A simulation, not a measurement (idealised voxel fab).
This is a process module. Its name is voxel capacitor over wiring.
Cross-section cut spans 300 nm and uses square cells 5 nm in size.
Cross-section spec: square-cell grid; bands listed top down; each band is one or more rows.
Per band: top height and bottom height in nm, followed by the left-to-right materials and their widths in nm; "edge to edge" marks a single material spanning edge to edge, "blank" marks empty space.
Height is counted from the level 0, under which the received wafer is composed throughout of one material. The lowest of the bands is not closed at the bottom but continues downward, in the notation "0 down".
A width given as "30 to 40" starts at the first number in the band's top row and ends at the second number in its bottom row, shifting by an equal amount at every step from row to row.
"nothing different" after a step means that no cell of the cross-section changed.
Closed empty spaces (no open way to the top) of 8 cells or more are what "Closed-off voids" lists, each as width x height at distance from the left edge, nm for all three.
Post-settings text on a step line: simulator's own remark regarding the step.
"overlay nm" answers the question of how far to the right of plan the mask lay on a step that has a mask, and when it is negative the answer is to the left.

PLAN
- 1: RECEIVE [material Si]
- 2: CONFORMAL_DEP [material SiO2] [thk nm 15]
- 3: DIRECTIONAL_DEP [material TiN] [thk nm 5]
- 4: DIRECTIONAL_DEP [material W] [thk nm 25]
- 5: PATTERN [tone cover] [mask id METAL_1] [material resist] [width nm 20] [pitch nm 85] [thk nm 20] [overlay nm 0]
- 6: DIRECTIONAL_ETCH [etch materials W] [depth nm 25]
- 7: DIRECTIONAL_ETCH [etch materials TiN] [depth nm 5]
- 8: STRIP [etch materials resist]
- 9: CONFORMAL_DEP [material SiN] [thk nm 5]
- 10: FILL_DEP [material lowk] [thk nm 10]
- 11: CMP [height nm 45]
- 12: CONFORMAL_DEP [material SiCN] [thk nm 5]
- 13: DIRECTIONAL_DEP [material lowk] [thk nm 15]
- 14: DIRECTIONAL_DEP [material aC] [thk nm 10]
- 15: PATTERN [tone open] [mask id PLUG_1] [material resist] [width nm 15] [thk nm 30] [overlay nm 0]
- 16: DIRECTIONAL_ETCH [etch materials aC] [depth nm 10]
- 17: STRIP [etch materials resist]
- 18: DIRECTIONAL_ETCH [etch materials lowk] [depth nm 15]
- 19: DIRECTIONAL_ETCH [etch materials SiCN] [depth nm 5]
- 20: STRIP [etch materials aC]
- 21: EPI [material Ru] [thk nm 10]
- 22: EPI [material Ru] [thk nm 10]
- 23: DIRECTIONAL_DEP [material TiN] [thk nm 5]
- 24: DIRECTIONAL_DEP [material Al2O3] [thk nm 5]
- 25: DIRECTIONAL_DEP [material TiN] [thk nm 10]
- 26: MASKED_ETCH [tone cover] [mask id UPPER_PLATE] [width nm 70] [etch materials TiN] [depth nm 10] [overlay nm 0]
- 27: MASKED_ETCH [tone cover] [mask id UPPER_PLATE] [width nm 70] [etch materials Al2O3] [depth nm 5] [overlay nm 0]
- 28: DIRECTIONAL_DEP [material aC] [thk nm 15]
- 29: PATTERN [tone cover] [mask id LOWER_PLATE] [material resist] [width nm 80] [thk nm 30] [overlay nm 0]
- 30: DIRECTIONAL_ETCH [etch materials aC] [depth nm 15]
- 31: STRIP [etch materials resist]
- 32: DIRECTIONAL_ETCH [etch materials TiN] [depth nm 5]
- 33: STRIP [etch materials aC]
- 34: FILL_DEP [material SiO2] [thk nm 20]
- 35: CMP [height nm 100]
- 36: MASKED_ETCH [tone open] [mask id PLUG_2] [width nm 15] [etch materials SiO2] [depth nm 15] [overlay nm 0]
- 37: CONFORMAL_DEP [material TiN] [thk nm 5]
- 38: FILL_DEP [material Ru] [thk nm 10]
- 39: CMP [height nm 100]
- 40: CONFORMAL_DEP [material SiN] [thk nm 5]

THE CROSS-SECTION HERE SHOWS THE WAFER AS RECEIVED, I.E. IN ITS STATE AFTER STEP 1
  0 down | Si edge to edge
  Closed-off voids: none

STARTING STRUCTURE AND PROCESS PLAN ARE AS SHOWN ABOVE, BUT ONE MISTAKE WAS MADE IN RUNNING THE MODULE; THE WAFER CROSS-SECTION AT THE END OF THE MODULE FOLLOWS
  105 to 100 | SiN edge to edge
  100 to 90 | 110 SiO2 / 5 TiN / 5 Ru / 5 TiN / 175 SiO2
  90 to 85 | 110 SiO2 / 15 TiN / 175 SiO2
  85 to 75 | 100 SiO2 / 70 TiN / 130 SiO2
  75 to 70 | 100 SiO2 / 70 Al2O3 / 130 SiO2
  70 to 65 | 95 SiO2 / 80 TiN / 125 SiO2
  65 to 50 | 100 lowk / 15 Ru / 185 lowk
  50 to 45 | 100 SiCN / 15 Ru / 185 SiCN
  45 to 20 | 100 lowk / 5 SiN / 20 W / 5 SiN / 55 lowk / 5 SiN / 20 W / 5 SiN / 85 lowk
  20 to 15 | 105 SiN / 20 TiN / 65 SiN / 20 TiN / 90 SiN
  15 to 0 | SiO2 edge to edge
  0 down | Si edge to edge
  Closed-off voids: none
What broke from the plan during processing? step 5 went in with a setting other than planned; the actual run was PATTERN [tone cover] [mask id METAL_1] [material resist] [width nm 20] [pitch nm 85] [thk nm 20] [overlay nm 10]
